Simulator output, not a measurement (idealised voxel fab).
The process module that follows is named voxel ribs on slabs.
Cross-section cut: width 275 nm, square cells of 5 nm.
This document writes a cross-section as a grid whose cells are square, and gives it as bands, listed from the top down; one or more rows of cells form a band. Top, bottom (nm), then materials left to right with widths (nm); lone material tagged "everywhere" fills the whole band edge to edge; "blank" = empty space. Beneath 0, the wafer as received is one material, and that level is where height counting begins. The lowest band goes on downward without a bottom; it is written like "0 -> down". Think of "30->40" as a width that walks from the first number to the second as you go down the band, top row to bottom row, taking equal-sized steps from row to row. "everything unchanged" after a step means that no cell of the cross-section changed. Voids not open to the top, 8 cells minimum: see "Entrapped voids". Written width x height at distance; distance is from the left edge; nm. It should be noted that, on the line of a given step, the content following the step's settings is a remark produced by the simulator itself with respect to that step. overlay nm: mask right of planned place by this much (step with mask). Neg. = left. The remainder of this document consists of a sequence of paired cross-sections. Each pair presents the cross-section prior to one process step together with the cross-section following it, the latter being rendered only as deep as the lowest band that underwent change. The intervening step, together with its settings, is stated beneath each pair. Because the pairs may originate from different runs of this module on the same starting wafer, a given pair is to be read as continuing from the preceding pair only where its entry headed "Pre-processing view" so indicates.

Pre-processing view:
	0 -> down  Si everywhere
	Entrapped voids: none

Resultant Cross-Section:
	20 -> 0  SiO2 everywhere
	All layers under 0 are left as they were.
	Entrapped voids: none
In between the before and after cross-sections above, the step is op DIRECTIONAL_DEP | material SiO2 | thk nm 20

Pre-processing view: the cross-section after the pair above

Resultant Cross-Section:
	35 -> 20  SiN everywhere
	All layers under 20 are left as they were.
	Entrapped voids: none
In between the before and after cross-sections above, the step is op DIRECTIONAL_DEP | material SiN | thk nm 15

Pre-processing view: the cross-section after the pair above

Resultant Cross-Section:
	55 -> 35  blank (125) | resist (25) | blank (125)
	All layers under 35 are left as they were.
	Entrapped voids: none
In between the before and after cross-sections above, the step is op PATTERN | tone cover | mask id RIB | material resist | width nm 25 | thk nm 20 | overlay nm 0

Pre-processing view: the cross-section after the pair above

Resultant Cross-Section:
	55 -> 35  blank (125) | resist (25) | blank (125)
	35 -> 25  blank (125) | SiN (25) | blank (125)
	All layers under 25 are left as they were.
	Entrapped voids: none
In between the before and after cross-sections above, the step is op DIRECTIONAL_ETCH | etch materials SiN | depth nm 10

Pre-processing view: the cross-section after the pair above

Resultant Cross-Section:
	35 -> 25  blank (125) | SiN (25) | blank (125)
	All layers under 25 are left as they were.
	Entrapped voids: none
In between the before and after cross-sections above, the step is op STRIP | etch materials resist

Pre-processing view: the cross-section after the pair above

Resultant Cross-Section:
	45 -> 35  blank (125) | aC (25) | blank (125)
	35 -> 25  aC (125) | SiN (25) | aC (125)
	All layers under 25 are left as they were.
	Entrapped voids: none
In between the before and after cross-sections above, the step is op DIRECTIONAL_DEP | material aC | thk nm 10

Pre-processing view: the cross-section after the pair above

Resultant Cross-Section:
	70 -> 45  blank (100) | resist (75) | blank (100)
	45 -> 35  blank (100) | resist (25) | aC (25) | resist (25) | blank (100)
	All layers under 35 are left as they were.
	Entrapped voids: none
In between the before and after cross-sections above, the step is op PATTERN | tone cover | mask id SLAB | material resist | width nm 75 | thk nm 25 | overlay nm 0

Pre-processing view: the cross-section after the pair above

Resultant Cross-Section:
	60 -> 45  blank (100) | resist (75) | blank (100)
	45 -> 35  blank (100) | resist (25) | aC (25) | resist (25) | blank (100)
	35 -> 25  blank (100) | aC (25) | SiN (25) | aC (25) | blank (100)
	All layers under 25 are left as they were.
	Entrapped voids: none
In between the before and after cross-sections above, the step is op DIRECTIONAL_ETCH | etch materials aC | depth nm 10

Pre-processing view: the cross-section after the pair above

Resultant Cross-Section:
	45 -> 35  blank (125) | aC (25) | blank (125)
	All layers under 35 are left as they were.
	Entrapped voids: none
In between the before and after cross-sections above, the step is op STRIP | etch materials resist

Pre-processing view: the cross-section after the pair above

Resultant Cross-Section:
	45 -> 35  blank (125) | aC (25) | blank (125)
	35 -> 25  blank (100) | aC (25) | SiN (25) | aC (25) | blank (100)
	25 -> 20  blank (100) | SiN (75) | blank (100)
	All layers under 20 are left as they were.
	Entrapped voids: none
In between the before and after cross-sections above, the step is op DIRECTIONAL_ETCH | etch materials SiN | depth nm 5

Pre-processing view: the cross-section after the pair above

Resultant Cross-Section:
	35 -> 25  blank (125) | SiN (25) | blank (125)
	All layers under 25 are left as they were.
	Entrapped voids: none
In between the before and after cross-sections above, the step is op STRIP | etch materials aC

Pre-processing view: the cross-section after the pair above

Resultant Cross-Section:
	65 -> 35  SiO2 everywhere
	35 -> 25  SiO2 (125) | SiN (25) | SiO2 (125)
	25 -> 20  SiO2 (100) | SiN (75) | SiO2 (100)
	All layers under 20 are left as they were.
	Entrapped voids: none
In between the before and after cross-sections above, the step is op FILL_DEP | material SiO2 | thk nm 30

Pre-processing view: the cross-section after the pair above

Resultant Cross-Section:
	55 -> 35  SiO2 everywhere
	All layers under 35 are left as they were.
	Entrapped voids: none
In between the before and after cross-sections above, the step is op CMP | height nm 55

Pre-processing view: the cross-section after the pair above

Resultant Cross-Section:
	65 -> 55  TiN everywhere
	All layers under 55 are left as they were.
	Entrapped voids: none
In between the before and after cross-sections above, the step is op DIRECTIONAL_DEP | material TiN | thk nm 10

Pre-processing view: the cross-section after the pair above

Resultant Cross-Section:
	80 -> 65  blank (120) | resist (35) | blank (120)
	All layers under 65 are left as they were.
	Entrapped voids: none
In between the before and after cross-sections above, the step is op PATTERN | tone cover | mask id HEATER | material resist | width nm 35 | thk nm 15 | overlay nm 0

Pre-processing view: the cross-section after the pair above

Resultant Cross-Section:
	80 -> 65  blank (120) | resist (35) | blank (120)
	65 -> 55  blank (120) | TiN (35) | blank (120)
	All layers under 55 are left as they were.
	Entrapped voids: none
In between the before and after cross-sections above, the step is op DIRECTIONAL_ETCH | etch materials TiN | depth nm 10

Pre-processing view: the cross-section after the pair above

Resultant Cross-Section:
	65 -> 55  blank (120) | TiN (35) | blank (120)
	All layers under 55 are left as they were.
	Entrapped voids: none
In between the before and after cross-sections above, the step is op STRIP | etch materials resist

Pre-processing view: the cross-section after the pair above

Resultant Cross-Section:
	70 -> 65  blank (115) | SiN (45) | blank (115)
	65 -> 60  blank (115) | SiN (5) | TiN (35) | SiN (5) | blank (115)
	60 -> 55  SiN (120) | TiN (35) | SiN (120)
	All layers under 55 are left as they were.
	Entrapped voids: none
In between the before and after cross-sections above, the step is op CONFORMAL_DEP | material SiN | thk nm 5

Pre-processing view:
	20 -> 0  SiO2 everywhere
	0 -> down  Si everywhere
	Entrapped voids: none

Resultant Cross-Section:
	40 -> 0  SiO2 everywhere
	All layers under 0 are left as they were.
	Entrapped voids: none
In between the before and after cross-sections above, the step is op DIRECTIONAL_DEP | material SiO2 | thk nm 20

Pre-processing view: the cross-section after the pair above

Resultant Cross-Section:
	55 -> 40  SiN everywhere
	All layers under 40 are left as they were.
	Entrapped voids: none
In between the before and after cross-sections above, the step is op DIRECTIONAL_DEP | material SiN | thk nm 15

Pre-processing view: the cross-section after the pair above

Resultant Cross-Section:
	75 -> 55  blank (125) | resist (25) | blank (125)
	All layers under 55 are left as they were.
	Entrapped voids: none
In between the before and after cross-sections above, the step is op PATTERN | tone cover | mask id RIB | material resist | width nm 25 | thk nm 20 | overlay nm 0

Pre-processing view: the cross-section after the pair above

Resultant Cross-Section:
	75 -> 55  blank (125) | resist (25) | blank (125)
	55 -> 45  blank (125) | SiN (25) | blank (125)
	All layers under 45 are left as they were.
	Entrapped voids: none
In between the before and after cross-sections above, the step is op DIRECTIONAL_ETCH | etch materials SiN | depth nm 10

Pre-processing view: the cross-section after the pair above

Resultant Cross-Section:
	55 -> 45  blank (125) | SiN (25) | blank (125)
	All layers under 45 are left as they were.
	Entrapped voids: none
In between the before and after cross-sections above, the step is op STRIP | etch materials resist

Pre-processing view: the cross-section after the pair above

Resultant Cross-Section:
	65 -> 55  blank (125) | aC (25) | blank (125)
	55 -> 45  aC (125) | SiN (25) | aC (125)
	All layers under 45 are left as they were.
	Entrapped voids: none
In between the before and after cross-sections above, the step is op DIRECTIONAL_DEP | material aC | thk nm 10

Pre-processing view: the cross-section after the pair above

Resultant Cross-Section:
	90 -> 65  blank (100) | resist (75) | blank (100)
	65 -> 55  blank (100) | resist (25) | aC (25) | resist (25) | blank (100)
	All layers under 55 are left as they were.
	Entrapped voids: none
In between the before and after cross-sections above, the step is op PATTERN | tone cover | mask id SLAB | material resist | width nm 75 | thk nm 25 | overlay nm 0

Pre-processing view: the cross-section after the pair above

Resultant Cross-Section:
	80 -> 65  blank (100) | resist (75) | blank (100)
	65 -> 55  blank (100) | resist (25) | aC (25) | resist (25) | blank (100)
	55 -> 45  blank (100) | aC (25) | SiN (25) | aC (25) | blank (100)
	All layers under 45 are left as they were.
	Entrapped voids: none
In between the before and after cross-sections above, the step is op DIRECTIONAL_ETCH | etch materials aC | depth nm 10

Pre-processing view: the cross-section after the pair above

Resultant Cross-Section:
	65 -> 55  blank (125) | aC (25) | blank (125)
	All layers under 55 are left as they were.
	Entrapped voids: none
In between the before and after cross-sections above, the step is op STRIP | etch materials resist

Pre-processing view: the cross-section after the pair above

Resultant Cross-Section:
	65 -> 55  blank (125) | aC (25) | blank (125)
	55 -> 45  blank (100) | aC (25) | SiN (25) | aC (25) | blank (100)
	45 -> 40  blank (100) | SiN (75) | blank (100)
	All layers under 40 are left as they were.
	Entrapped voids: none
In between the before and after cross-sections above, the step is op DIRECTIONAL_ETCH | etch materials SiN | depth nm 5

Pre-processing view: the cross-section after the pair above

Resultant Cross-Section:
	55 -> 45  blank (125) | SiN (25) | blank (125)
	All layers under 45 are left as they were.
	Entrapped voids: none
In between the before and after cross-sections above, the step is op STRIP | etch materials aC

Pre-processing view: the cross-section after the pair above

Resultant Cross-Section:
	85 -> 55  SiO2 everywhere
	55 -> 45  SiO2 (125) | SiN (25) | SiO2 (125)
	45 -> 40  SiO2 (100) | SiN (75) | SiO2 (100)
	All layers under 40 are left as they were.
	Entrapped voids: none
In between the before and after cross-sections above, the step is op FILL_DEP | material SiO2 | thk nm 30

Pre-processing view: the cross-section after the pair above

Resultant Cross-Section:
	55 -> 45  SiO2 (125) | SiN (25) | SiO2 (125)
	All layers under 45 are left as they were.
	Entrapped voids: none
In between the before and after cross-sections above, the step is op CMP | height nm 55

Pre-processing view: the cross-section after the pair above

Resultant Cross-Section:
	65 -> 55  TiN everywhere
	All layers under 55 are left as they were.
	Entrapped voids: none
In between the before and after cross-sections above, the step is op DIRECTIONAL_DEP | material TiN | thk nm 10

Pre-processing view: the cross-section after the pair above

Resultant Cross-Section:
	80 -> 65  blank (120) | resist (35) | blank (120)
	All layers under 65 are left as they were.
	Entrapped voids: none
In between the before and after cross-sections above, the step is op PATTERN | tone cover | mask id HEATER | material resist | width nm 35 | thk nm 15 | overlay nm 0

Pre-processing view: the cross-section after the pair above

Resultant Cross-Section:
	80 -> 65  blank (120) | resist (35) | blank (120)
	65 -> 55  blank (120) | TiN (35) | blank (120)
	All layers under 55 are left as they were.
	Entrapped voids: none
In between the before and after cross-sections above, the step is op DIRECTIONAL_ETCH | etch materials TiN | depth nm 10

Pre-processing view: the cross-section after the pair above

Resultant Cross-Section:
	65 -> 55  blank (120) | TiN (35) | blank (120)
	All layers under 55 are left as they were.
	Entrapped voids: none
In between the before and after cross-sections above, the step is op STRIP | etch materials resist

Pre-processing view: the cross-section after the pair above

Resultant Cross-Section:
	70 -> 65  blank (115) | SiN (45) | blank (115)
	65 -> 60  blank (115) | SiN (5) | TiN (35) | SiN (5) | blank (115)
	60 -> 55  SiN (120) | TiN (35) | SiN (120)
	All layers under 55 are left as they were.
	Entrapped voids: none
In between the before and after cross-sections above, the step is op CONFORMAL_DEP | material SiN | thk nm 5

Pre-processing view:
	0 -> down  Si everywhere
	Entrapped voids: none

Resultant Cross-Section:
	15 -> 0  SiN everywhere
	All layers under 0 are left as they were.
	Entrapped voids: none
In between the before and after cross-sections above, the step is op DIRECTIONAL_DEP | material SiN | thk nm 15

Pre-processing view: the cross-section after the pair above

Resultant Cross-Section:
	35 -> 15  SiO2 everywhere
	All layers under 15 are left as they were.
	Entrapped voids: none
In between the before and after cross-sections above, the step is op DIRECTIONAL_DEP | material SiO2 | thk nm 20

Pre-processing view: the cross-section after the pair above

Resultant Cross-Section:
	55 -> 35  blank (125) | resist (25) | blank (125)
	All layers under 35 are left as they were.
	Entrapped voids: none
In between the before and after cross-sections above, the step is op PATTERN | tone cover | mask id RIB | material resist | width nm 25 | thk nm 20 | overlay nm 0

Pre-processing view: the cross-section after the pair above

Resultant Cross-Section:
	35 -> 15  SiO2 everywhere
	All layers under 15 are left as they were.
	Entrapped voids: none
In between the before and after cross-sections above, the step is op STRIP | etch materials resist

Pre-processing view: the cross-section after the pair above

Resultant Cross-Section:
	45 -> 35  aC everywhere
	All layers under 35 are left as they were.
	Entrapped voids: none
In between the before and after cross-sections above, the step is op DIRECTIONAL_DEP | material aC | thk nm 10

Pre-processing view: the cross-section after the pair above

Resultant Cross-Section:
	70 -> 45  blank (100) | resist (75) | blank (100)
	All layers under 45 are left as they were.
	Entrapped voids: none
In between the before and after cross-sections above, the step is op PATTERN | tone cover | mask id SLAB | material resist | width nm 75 | thk nm 25 | overlay nm 0

Pre-processing view: the cross-section after the pair above

Resultant Cross-Section:
	60 -> 45  blank (100) | resist (75) | blank (100)
	45 -> 35  blank (100) | aC (75) | blank (100)
	All layers under 35 are left as they were.
	Entrapped voids: none
In between the before and after cross-sections above, the step is op DIRECTIONAL_ETCH | etch materials aC | depth nm 10

Pre-processing view: the cross-section after the pair above

Resultant Cross-Section:
	45 -> 35  blank (100) | aC (75) | blank (100)
	All layers under 35 are left as they were.
	Entrapped voids: none
In between the before and after cross-sections above, the step is op STRIP | etch materials resist

Pre-processing view: the cross-section after the pair above

Resultant Cross-Section:
	35 -> 15  SiO2 everywhere
	All layers under 15 are left as they were.
	Entrapped voids: none
In between the before and after cross-sections above, the step is op STRIP | etch materials aC

Pre-processing view: the cross-section after the pair above

Resultant Cross-Section:
	65 -> 15  SiO2 everywhere
	All layers under 15 are left as they were.
	Entrapped voids: none
In between the before and after cross-sections above, the step is op FILL_DEP | material SiO2 | thk nm 30

Pre-processing view: the cross-section after the pair above

Resultant Cross-Section:
	55 -> 15  SiO2 everywhere
	All layers under 15 are left as they were.
	Entrapped voids: none
In between the before and after cross-sections above, the step is op CMP | height nm 55

Pre-processing view: the cross-section after the pair above

Resultant Cross-Section:
	65 -> 55  TiN everywhere
	All layers under 55 are left as they were.
	Entrapped voids: none
In between the before and after cross-sections above, the step is op DIRECTIONAL_DEP | material TiN | thk nm 10

Pre-processing view: the cross-section after the pair above

Resultant Cross-Section:
	80 -> 65  blank (120) | resist (35) | blank (120)
	All layers under 65 are left as they were.
	Entrapped voids: none
In between the before and after cross-sections above, the step is op PATTERN | tone cover | mask id HEATER | material resist | width nm 35 | thk nm 15 | overlay nm 0

Pre-processing view: the cross-section after the pair above

Resultant Cross-Section:
	80 -> 65  blank (120) | resist (35) | blank (120)
	65 -> 55  blank (120) | TiN (35) | blank (120)
	All layers under 55 are left as they were.
	Entrapped voids: none
In between the before and after cross-sections above, the step is op DIRECTIONAL_ETCH | etch materials TiN | depth nm 10

Pre-processing view: the cross-section after the pair above

Resultant Cross-Section:
	65 -> 55  blank (120) | TiN (35) | blank (120)
	All layers under 55 are left as they were.
	Entrapped voids: none
In between the before and after cross-sections above, the step is op STRIP | etch materials resist

Pre-processing view: the cross-section after the pair above

Resultant Cross-Section:
	70 -> 65  blank (115) | SiN (45) | blank (115)
	65 -> 60  blank (115) | SiN (5) | TiN (35) | SiN (5) | blank (115)
	60 -> 55  SiN (120) | TiN (35) | SiN (120)
	All layers under 55 are left as they were.
	Entrapped voids: none
In between the before and after cross-sections above, the step is op CONFORMAL_DEP | material SiN | thk nm 5

Pre-processing view:
	65 -> 35  SiO2 everywhere
	35 -> 25  SiO2 (125) | SiN (25) | SiO2 (125)
	25 -> 20  SiO2 (100) | SiN (75) | SiO2 (100)
	20 -> 0  SiO2 everywhere
	0 -> down  Si everywhere
	Entrapped voids: none

Resultant Cross-Section:
	45 -> 35  SiO2 everywhere
	All layers under 35 are left as they were.
	Entrapped voids: none
In between the before and after cross-sections above, the step is op CMP | height nm 45

Pre-processing view: the cross-section after the pair above

Resultant Cross-Section:
	55 -> 45  TiN everywhere
	All layers under 45 are left as they were.
	Entrapped voids: none
In between the before and after cross-sections above, the step is op DIRECTIONAL_DEP | material TiN | thk nm 10

Pre-processing view: the cross-section after the pair above

Resultant Cross-Section:
	70 -> 55  blank (120) | resist (35) | blank (120)
	All layers under 55 are left as they were.
	Entrapped voids: none
In between the before and after cross-sections above, the step is op PATTERN | tone cover | mask id HEATER | material resist | width nm 35 | thk nm 15 | overlay nm 0

Pre-processing view: the cross-section after the pair above

Resultant Cross-Section:
	70 -> 55  blank (120) | resist (35) | blank (120)
	55 -> 45  blank (120) | TiN (35) | blank (120)
	All layers under 45 are left as they were.
	Entrapped voids: none
In between the before and after cross-sections above, the step is op DIRECTIONAL_ETCH | etch materials TiN | depth nm 10

Pre-processing view: the cross-section after the pair above

Resultant Cross-Section:
	55 -> 45  blank (120) | TiN (35) | blank (120)
	All layers under 45 are left as they were.
	Entrapped voids: none
In between the before and after cross-sections above, the step is op STRIP | etch materials resist

Pre-processing view: the cross-section after the pair above

Resultant Cross-Section:
	60 -> 55  blank (115) | SiN (45) | blank (115)
	55 -> 50  blank (115) | SiN (5) | TiN (35) | SiN (5) | blank (115)
	50 -> 45  SiN (120) | TiN (35) | SiN (120)
	All layers under 45 are left as they were.
	Entrapped voids: none
In between the before and after cross-sections above, the step is op CONFORMAL_DEP | material SiN | thk nm 5

Pre-processing view:
	45 -> 35  blank (125) | aC (25) | blank (125)
	35 -> 25  aC (125) | SiN (25) | aC (125)
	25 -> 20  SiN everywhere
	20 -> 0  SiO2 everywhere
	0 -> down  Si everywhere
	Entrapped voids: none

Resultant Cross-Section:
	70 -> 45  blank (100) | resist (80) | blank (95)
	45 -> 35  blank (100) | resist (25) | aC (25) | resist (30) | blank (95)
	All layers under 35 are left as they were.
	Entrapped voids: none
In between the before and after cross-sections above, the step is op PATTERN | tone cover | mask id SLAB | material resist | width nm 80 | thk nm 25 | overlay nm 0

Pre-processing view: the cross-section after the pair above

Resultant Cross-Section:
	60 -> 45  blank (100) | resist (80) | blank (95)
	45 -> 35  blank (100) | resist (25) | aC (25) | resist (30) | blank (95)
	35 -> 25  blank (100) | aC (25) | SiN (25) | aC (30) | blank (95)
	All layers under 25 are left as they were.
	Entrapped voids: none
In between the before and after cross-sections above, the step is op DIRECTIONAL_ETCH | etch materials aC | depth nm 10

Pre-processing view: the cross-section after the pair above

Resultant Cross-Section:
	45 -> 35  blank (125) | aC (25) | blank (125)
	All layers under 35 are left as they were.
	Entrapped voids: none
In between the before and after cross-sections above, the step is op STRIP | etch materials resist

Pre-processing view: the cross-section after the pair above

Resultant Cross-Section:
	45 -> 35  blank (125) | aC (25) | blank (125)
	35 -> 25  blank (100) | aC (25) | SiN (25) | aC (30) | blank (95)
	25 -> 20  blank (100) | SiN (80) | blank (95)
	All layers under 20 are left as they were.
	Entrapped voids: none
In between the before and after cross-sections above, the step is op DIRECTIONAL_ETCH | etch materials SiN | depth nm 5

Pre-processing view: the cross-section after the pair above

Resultant Cross-Section:
	35 -> 25  blank (125) | SiN (25) | blank (125)
	All layers under 25 are left as they were.
	Entrapped voids: none
In between the before and after cross-sections above, the step is op STRIP | etch materials aC

Pre-processing view: the cross-section after the pair above

Resultant Cross-Section:
	65 -> 35  SiO2 everywhere
	35 -> 25  SiO2 (125) | SiN (25) | SiO2 (125)
	25 -> 20  SiO2 (100) | SiN (80) | SiO2 (95)
	All layers under 20 are left as they were.
	Entrapped voids: none
In between the before and after cross-sections above, the step is op FILL_DEP | material SiO2 | thk nm 30

Pre-processing view: the cross-section after the pair above

Resultant Cross-Section:
	55 -> 35  SiO2 everywhere
	All layers under 35 are left as they were.
	Entrapped voids: none
In between the before and after cross-sections above, the step is op CMP | height nm 55

Pre-processing view: the cross-section after the pair above

Resultant Cross-Section:
	65 -> 55  TiN everywhere
	All layers under 55 are left as they were.
	Entrapped voids: none
In between the before and after cross-sections above, the step is op DIRECTIONAL_DEP | material TiN | thk nm 10

Pre-processing view: the cross-section after the pair above

Resultant Cross-Section:
	80 -> 65  blank (120) | resist (35) | blank (120)
	All layers under 65 are left as they were.
	Entrapped voids: none
In between the before and after cross-sections above, the step is op PATTERN | tone cover | mask id HEATER | material resist | width nm 35 | thk nm 15 | overlay nm 0

Pre-processing view: the cross-section after the pair above

Resultant Cross-Section:
	80 -> 65  blank (120) | resist (35) | blank (120)
	65 -> 55  blank (120) | TiN (35) | blank (120)
	All layers under 55 are left as they were.
	Entrapped voids: none
In between the before and after cross-sections above, the step is op DIRECTIONAL_ETCH | etch materials TiN | depth nm 10

Pre-processing view: the cross-section after the pair above

Resultant Cross-Section:
	65 -> 55  blank (120) | TiN (35) | blank (120)
	All layers under 55 are left as they were.
	Entrapped voids: none
In between the before and after cross-sections above, the step is op STRIP | etch materials resist

Pre-processing view: the cross-section after the pair above

Resultant Cross-Section:
	70 -> 65  blank (115) | SiN (45) | blank (115)
	65 -> 60  blank (115) | SiN (5) | TiN (35) | SiN (5) | blank (115)
	60 -> 55  SiN (120) | TiN (35) | SiN (120)
	All layers under 55 are left as they were.
	Entrapped voids: none
In between the before and after cross-sections above, the step is op CONFORMAL_DEP | material SiN | thk nm 5

Pre-processing view:
	45 -> 35  blank (125) | aC (25) | blank (125)
	35 -> 25  aC (125) | SiN (25) | aC (125)
	25 -> 20  SiN everywhere
	20 -> 0  SiO2 everywhere
	0 -> down  Si everywhere
	Entrapped voids: none

Resultant Cross-Section:
	70 -> 45  blank (95) | resist (75) | blank (105)
	45 -> 35  blank (95) | resist (30) | aC (25) | resist (20) | blank (105)
	All layers under 35 are left as they were.
	Entrapped voids: none
In between the before and after cross-sections above, the step is op PATTERN | tone cover | mask id SLAB | material resist | width nm 75 | thk nm 25 | overlay nm -5

Pre-processing view: the cross-section after the pair above

Resultant Cross-Section:
	60 -> 45  blank (95) | resist (75) | blank (105)
	45 -> 35  blank (95) | resist (30) | aC (25) | resist (20) | blank (105)
	35 -> 25  blank (95) | aC (30) | SiN (25) | aC (20) | blank (105)
	All layers under 25 are left as they were.
	Entrapped voids: none
In between the before and after cross-sections above, the step is op DIRECTIONAL_ETCH | etch materials aC | depth nm 10

Pre-processing view: the cross-section after the pair above

Resultant Cross-Section:
	45 -> 35  blank (125) | aC (25) | blank (125)
	All layers under 35 are left as they were.
	Entrapped voids: none
In between the before and after cross-sections above, the step is op STRIP | etch materials resist

Pre-processing view: the cross-section after the pair above

Resultant Cross-Section:
	45 -> 35  blank (125) | aC (25) | blank (125)
	35 -> 25  blank (95) | aC (30) | SiN (25) | aC (20) | blank (105)
	25 -> 20  blank (95) | SiN (75) | blank (105)
	All layers under 20 are left as they were.
	Entrapped voids: none
In between the before and after cross-sections above, the step is op DIRECTIONAL_ETCH | etch materials SiN | depth nm 5

Pre-processing view: the cross-section after the pair above

Resultant Cross-Section:
	35 -> 25  blank (125) | SiN (25) | blank (125)
	All layers under 25 are left as they were.
	Entrapped voids: none
In between the before and after cross-sections above, the step is op STRIP | etch materials aC

Pre-processing view: the cross-section after the pair above

Resultant Cross-Section:
	65 -> 35  SiO2 everywhere
	35 -> 25  SiO2 (125) | SiN (25) | SiO2 (125)
	25 -> 20  SiO2 (95) | SiN (75) | SiO2 (105)
	All layers under 20 are left as they were.
	Entrapped voids: none
In between the before and after cross-sections above, the step is op FILL_DEP | material SiO2 | thk nm 30

Pre-processing view: the cross-section after the pair above

Resultant Cross-Section:
	55 -> 35  SiO2 everywhere
	All layers under 35 are left as they were.
	Entrapped voids: none
In between the before and after cross-sections above, the step is op CMP | height nm 55

Pre-processing view: the cross-section after the pair above

Resultant Cross-Section:
	65 -> 55  TiN everywhere
	All layers under 55 are left as they were.
	Entrapped voids: none
In between the before and after cross-sections above, the step is op DIRECTIONAL_DEP | material TiN | thk nm 10

Pre-processing view: the cross-section after the pair above

Resultant Cross-Section:
	80 -> 65  blank (120) | resist (35) | blank (120)
	All layers under 65 are left as they were.
	Entrapped voids: none
In between the before and after cross-sections above, the step is op PATTERN | tone cover | mask id HEATER | material resist | width nm 35 | thk nm 15 | overlay nm 0

Pre-processing view: the cross-section after the pair above

Resultant Cross-Section:
	80 -> 65  blank (120) | resist (35) | blank (120)
	65 -> 55  blank (120) | TiN (35) | blank (120)
	All layers under 55 are left as they were.
	Entrapped voids: none
In between the before and after cross-sections above, the step is op DIRECTIONAL_ETCH | etch materials TiN | depth nm 10

Pre-processing view: the cross-section after the pair above

Resultant Cross-Section:
	65 -> 55  blank (120) | TiN (35) | blank (120)
	All layers under 55 are left as they were.
	Entrapped voids: none
In between the before and after cross-sections above, the step is op STRIP | etch materials resist

Pre-processing view: the cross-section after the pair above

Resultant Cross-Section:
	70 -> 65  blank (115) | SiN (45) | blank (115)
	65 -> 60  blank (115) | SiN (5) | TiN (35) | SiN (5) | blank (115)
	60 -> 55  SiN (120) | TiN (35) | SiN (120)
	All layers under 55 are left as they were.
	Entrapped voids: none
In between the before and after cross-sections above, the step is op CONFORMAL_DEP | material SiN | thk nm 5

Pre-processing view:
	65 -> 55  blank (120) | TiN (35) | blank (120)
	55 -> 35  SiO2 everywhere
	35 -> 25  SiO2 (125) | SiN (25) | SiO2 (125)
	25 -> 20  SiO2 (100) | SiN (75) | SiO2 (100)
	20 -> 0  SiO2 everywhere
	0 -> down  Si everywhere
	Entrapped voids: none

Resultant Cross-Section:
	70 -> 65  blank (115) | aC (45) | blank (115)
	65 -> 60  blank (115) | aC (5) | TiN (35) | aC (5) | blank (115)
	60 -> 55  aC (120) | TiN (35) | aC (120)
	All layers under 55 are left as they were.
	Entrapped voids: none
In between the before and after cross-sections above, the step is op CONFORMAL_DEP | material aC | thk nm 5

Pre-processing view:
	45 -> 35  blank (125) | aC (25) | blank (125)
	35 -> 25  aC (125) | SiN (25) | aC (125)
	25 -> 20  SiN everywhere
	20 -> 0  SiO2 everywhere
	0 -> down  Si everywhere
	Entrapped voids: none

Resultant Cross-Section:
	70 -> 45  resist (100) | blank (75) | resist (100)
	45 -> 35  resist (100) | blank (25) | aC (25) | blank (25) | resist (100)
	All layers under 35 are left as they were.
	Entrapped voids: none
In between the before and after cross-sections above, the step is op PATTERN | tone open | mask id SLAB | material resist | width nm 75 | thk nm 25 | overlay nm 0

Pre-processing view: the cross-section after the pair above

Resultant Cross-Section:
	60 -> 35  resist (100) | blank (75) | resist (100)
	35 -> 25  aC (100) | blank (25) | SiN (25) | blank (25) | aC (100)
	All layers under 25 are left as they were.
	Entrapped voids: none
In between the before and after cross-sections above, the step is op DIRECTIONAL_ETCH | etch materials aC | depth nm 10

Pre-processing view: the cross-section after the pair above

Resultant Cross-Section:
	35 -> 25  aC (100) | blank (25) | SiN (25) | blank (25) | aC (100)
	All layers under 25 are left as they were.
	Entrapped voids: none
In between the before and after cross-sections above, the step is op STRIP | etch materials resist

Pre-processing view: the cross-section after the pair above

Resultant Cross-Section:
	35 -> 30  aC (100) | blank (75) | aC (100)
	30 -> 25  aC (100) | blank (25) | SiN (25) | blank (25) | aC (100)
	25 -> 20  SiN (100) | blank (25) | SiN (25) | blank (25) | SiN (100)
	All layers under 20 are left as they were.
	Entrapped voids: none
In between the before and after cross-sections above, the step is op DIRECTIONAL_ETCH | etch materials SiN | depth nm 5

Pre-processing view: the cross-section after the pair above

Resultant Cross-Section:
	30 -> 25  blank (125) | SiN (25) | blank (125)
	All layers under 25 are left as they were.
	Entrapped voids: none
In between the before and after cross-sections above, the step is op STRIP | etch materials aC

Pre-processing view: the cross-section after the pair above

Resultant Cross-Section:
	60 -> 30  SiO2 everywhere
	30 -> 25  SiO2 (125) | SiN (25) | SiO2 (125)
	25 -> 20  SiN (100) | SiO2 (25) | SiN (25) | SiO2 (25) | SiN (100)
	All layers under 20 are left as they were.
	Entrapped voids: none
In between the before and after cross-sections above, the step is op FILL_DEP | material SiO2 | thk nm 30

Pre-processing view: the cross-section after the pair above

Resultant Cross-Section:
	55 -> 30  SiO2 everywhere
	All layers under 30 are left as they were.
	Entrapped voids: none
In between the before and after cross-sections above, the step is op CMP | height nm 55

Pre-processing view: the cross-section after the pair above

Resultant Cross-Section:
	65 -> 55  TiN everywhere
	All layers under 55 are left as they were.
	Entrapped voids: none
In between the before and after cross-sections above, the step is op DIRECTIONAL_DEP | material TiN | thk nm 10

Pre-processing view: the cross-section after the pair above

Resultant Cross-Section:
	80 -> 65  blank (120) | resist (35) | blank (120)
	All layers under 65 are left as they were.
	Entrapped voids: none
In between the before and after cross-sections above, the step is op PATTERN | tone cover | mask id HEATER | material resist | width nm 35 | thk nm 15 | overlay nm 0

Pre-processing view: the cross-section after the pair above

Resultant Cross-Section:
	80 -> 65  blank (120) | resist (35) | blank (120)
	65 -> 55  blank (120) | TiN (35) | blank (120)
	All layers under 55 are left as they were.
	Entrapped voids: none
In between the before and after cross-sections above, the step is op DIRECTIONAL_ETCH | etch materials TiN | depth nm 10

Pre-processing view: the cross-section after the pair above

Resultant Cross-Section:
	65 -> 55  blank (120) | TiN (35) | blank (120)
	All layers under 55 are left as they were.
	Entrapped voids: none
In between the before and after cross-sections above, the step is op STRIP | etch materials resist

Pre-processing view: the cross-section after the pair above

Resultant Cross-Section:
	70 -> 65  blank (115) | SiN (45) | blank (115)
	65 -> 60  blank (115) | SiN (5) | TiN (35) | SiN (5) | blank (115)
	60 -> 55  SiN (120) | TiN (35) | SiN (120)
	All layers under 55 are left as they were.
	Entrapped voids: none
In between the before and after cross-sections above, the step is op CONFORMAL_DEP | material SiN | thk nm 5
